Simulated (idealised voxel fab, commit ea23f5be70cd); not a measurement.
The following is a process module called voxel fin reveal.
The width of the displayed cross-section, cut, is 215 nm; its cells are square, with a size of 5 nm.
The cross-sections in this document take the form of a grid made of square cells. They are written out as bands, in order from top to bottom. Each band consists of one or more rows of cells. Read a band's entry like this: the first values are the height of its top and the height of its bottom in nm, and what follows is the sequence of materials from left to right, each with its width in nm. Note that "empty" is empty space, and that a single material marked "all across" reaches across the band from edge to edge. Measure heights from 0. That's the level where, below it, the as-received wafer is all one material. The lowest band is bottomless and extends downward; write it as in "0 nm and below". When a width is written as two numbers, as in "30->40", the first number is the width in the top row of cells of the band and the second is the width in its bottom row, and the width changes by the same amount from each row to the next. When a step is marked "nothing got changed", none of the cells in the cross-section changed during that step. Closed empty spaces (no open way to the top) of 8 cells or more are what "Fully sealed voids" lists, each as width x height at distance from the left edge, nm for all three. That trailing text on a step's line, after the settings, is the simulator's own remark on the step. overlay nm: mask right of planned place by this much (step with mask). Neg. = left.
These are the steps we planned for the process
1) RECEIVE [material Si]
2) CONFORMAL_DEP [material SiN] [thk nm 5]
3) PATTERN [tone cover] [mask id FINS] [material resist] [width nm 15] [pitch nm 45] [thk nm 15] [overlay nm 0]
4) DIRECTIONAL_ETCH [etch materials SiN] [depth nm 5]
5) DIRECTIONAL_ETCH [etch materials Si] [depth nm 30]
6) STRIP [etch materials resist]
7) FILL_DEP [material SiO2] [thk nm 10]
8) CMP [height nm 5]
9) SELECTIVE_ETCH [etch materials SiO2] [depth nm 20]
10) STRIP [etch materials SiN]
Run as planned: first of two wafers
Wafer cross-section on receipt, i.e. after step 1
  0 nm and below | Si all across
  Fully sealed voids: none
Upon completion of step 2, the wafer appears in cross-section as shown
  5 nm to 0 nm | SiN all across
  Below 0, no change.
Upon completion of step 3, the wafer appears in cross-section as shown
  20 nm to 5 nm | empty=75; resist=15; empty=30; resist=15; empty=80
  Below 5, no change.
Upon completion of step 4, the wafer appears in cross-section as shown
  20 nm to 5 nm | empty=75; resist=15; empty=30; resist=15; empty=80
  5 nm to 0 nm | empty=75; SiN=15; empty=30; SiN=15; empty=80
  Below 0, no change.
Upon completion of step 5, the wafer appears in cross-section as shown
  20 nm to 5 nm | empty=75; resist=15; empty=30; resist=15; empty=80
  5 nm to 0 nm | empty=75; SiN=15; empty=30; SiN=15; empty=80
  0 nm to -30 nm | empty=75; Si=15; empty=30; Si=15; empty=80
  Below -30, no change.
Upon completion of step 6, the wafer appears in cross-section as shown
  5 nm to 0 nm | empty=75; SiN=15; empty=30; SiN=15; empty=80
  Below 0, no change.
Upon completion of step 7, the wafer appears in cross-section as shown
  15 nm to 5 nm | SiO2 all across
  5 nm to 0 nm | SiO2=75; SiN=15; SiO2=30; SiN=15; SiO2=80
  0 nm to -30 nm | SiO2=75; Si=15; SiO2=30; Si=15; SiO2=80
  Below -30, no change.
Upon completion of step 8, the wafer appears in cross-section as shown
  5 nm to 0 nm | SiO2=75; SiN=15; SiO2=30; SiN=15; SiO2=80
  Below 0, no change.
Upon completion of step 9, the wafer appears in cross-section as shown
  5 nm to 0 nm | empty=75; SiN=15; empty=30; SiN=15; empty=80
  0 nm to -15 nm | empty=75; Si=15; empty=30; Si=15; empty=80
  Below -15, no change.
Upon completion of step 10, the wafer appears in cross-section as shown
  0 nm to -15 nm | empty=75; Si=15; empty=30; Si=15; empty=80
  Below -15, no change.
Second wafer, same starting conditions and recipe as the first, one mistake in executing it, nothing differs from the first up to and including step 4
At the planned end of step 5, the second wafer in cross-section
  20 nm to 5 nm | empty=75; resist=15; empty=30; resist=15; empty=80
  5 nm to 0 nm | empty=75; SiN=15; empty=30; SiN=15; empty=80
  0 nm to -60 nm | empty=75; Si=15; empty=30; Si=15; empty=80
  Below -60, no change.
At the planned end of step 6, the second wafer in cross-section
  5 nm to 0 nm | empty=75; SiN=15; empty=30; SiN=15; empty=80
  Below 0, no change.
At the planned end of step 7, the second wafer in cross-section
  15 nm to 5 nm | SiO2 all across
  5 nm to 0 nm | SiO2=75; SiN=15; SiO2=30; SiN=15; SiO2=80
  0 nm to -60 nm | SiO2=75; Si=15; SiO2=30; Si=15; SiO2=80
  Below -60, no change.
At the planned end of step 8, the second wafer in cross-section
  5 nm to 0 nm | SiO2=75; SiN=15; SiO2=30; SiN=15; SiO2=80
  Below 0, no change.
At the planned end of step 9, the second wafer in cross-section
  5 nm to 0 nm | empty=75; SiN=15; empty=30; SiN=15; empty=80
  0 nm to -15 nm | empty=75; Si=15; empty=30; Si=15; empty=80
  Below -15, no change.
At the planned end of step 10, the second wafer in cross-section
  0 nm to -15 nm | empty=75; Si=15; empty=30; Si=15; empty=80
  Below -15, no change.
Plan not followed: twice, step 5 of the plan was run
Upon completion, the second wafer contains, in terms of cells, a greater or smaller amount of certain materials than the first wafer: 222 fewer of Si; 222 more of SiO2
